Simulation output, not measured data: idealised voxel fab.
Herein follows the process module entitled voxel self aligned vias.
Cross-sectional view cut (width: 285 nm; square cell size: 5 nm).
Cross-section spec: square-cell grid; bands listed top down; each band is one or more rows.
What a band's entry tells you: where the top is and where the bottom is, as heights in nm, and after that what lies inside, material by material from left to right, each with its width in nm. Empty space is written as the word "air", and a single material marked with the word "edge to edge" occupies the band from edge to edge.
It should be noted that heights are counted from 0, beneath which the wafer as supplied is of one material throughout, and that the lowest band possesses no lower boundary but continues downward, as written in "0 nm and below".
Width spec "30 to 40" -> top row of cells at first value, bottom row at second value, equal per-row change in between.
"no modification", as given for a step, is the statement that not any cell of the cross-section underwent a change during that step.
"Enclosed internal cavities" lists enclosed empty spaces (at least 8 cells, no open path upward to the top), each as width x height at distance from the left edge, in nm.
Heads up: the bit after the settings on a step's line is the simulator's remark on that step.
"overlay nm" answers the question of how far to the right of plan the mask lay on a step that has a mask, and when it is negative the answer is to the left.

Intended process steps:
1: RECEIVE [material Si]
2: CONFORMAL_DEP [material SiO2] [thk nm 15]
3: CONFORMAL_DEP [material SiCN] [thk nm 5]
4: DIRECTIONAL_DEP [material SiO2] [thk nm 20]
5: PATTERN [tone open] [mask id LINES] [material resist] [width nm 20] [pitch nm 45] [thk nm 15] [overlay nm 0]
6: DIRECTIONAL_ETCH [etch materials SiO2] [depth nm 20]
7: STRIP [etch materials resist]
8: CONFORMAL_DEP [material TiN] [thk nm 5]
9: FILL_DEP [material W] [thk nm 5]
10: CMP [height nm 40]
11: SELECTIVE_ETCH [etch materials W Ru TiN] [depth nm 5]
12: FILL_DEP [material SiN] [thk nm 10]
13: CMP [height nm 40]
14: DIRECTIONAL_DEP [material SiO2] [thk nm 15]
15: DIRECTIONAL_DEP [material aC] [thk nm 15]
16: PATTERN [tone open] [mask id VIAS] [material resist] [width nm 30] [thk nm 30] [overlay nm 0]
17: DIRECTIONAL_ETCH [etch materials aC] [depth nm 15]
18: STRIP [etch materials resist]
19: DIRECTIONAL_ETCH [etch materials SiO2] [depth nm 15]
20: DIRECTIONAL_ETCH [etch materials SiN] [depth nm 5]
21: STRIP [etch materials aC]
22: CONFORMAL_DEP [material TiN] [thk nm 5]
23: FILL_DEP [material W] [thk nm 5]
24: CMP [height nm 55]
25: CONFORMAL_DEP [material SiN] [thk nm 5]

Step 1 complete: cross-section of the wafer as received:
  0 nm and below: Si edge to edge
  Enclosed internal cavities: none

Post-module cross-section: identical start and plan to those above, one misstep in execution:
  60 nm to 55 nm: SiN edge to edge
  55 nm to 45 nm: SiO2 105 nm, then TiN 5 nm, then W 20 nm, then TiN 5 nm, then SiO2 150 nm
  45 nm to 40 nm: SiO2 105 nm, then TiN 30 nm, then SiO2 150 nm
  40 nm to 35 nm: SiN 105 nm, then TiN 5 nm, then SiO2 20 nm, then TiN 5 nm, then SiN 20 nm, then SiO2 20 nm, then SiN 110 nm
  35 nm to 25 nm: W 105 nm, then TiN 5 nm, then SiO2 20 nm, then TiN 5 nm, then W 15 nm, then TiN 5 nm, then SiO2 20 nm, then TiN 5 nm, then W 105 nm
  25 nm to 20 nm: TiN 110 nm, then SiO2 20 nm, then TiN 25 nm, then SiO2 20 nm, then TiN 110 nm
  20 nm to 15 nm: SiCN edge to edge
  15 nm to 0 nm: SiO2 edge to edge
  0 nm and below: Si edge to edge
  Enclosed internal cavities: none
Diagnosis: rather than as planned, step 5 actually ran as PATTERN [tone cover] [mask id LINES] [material resist] [width nm 20] [pitch nm 45] [thk nm 15] [overlay nm 0]
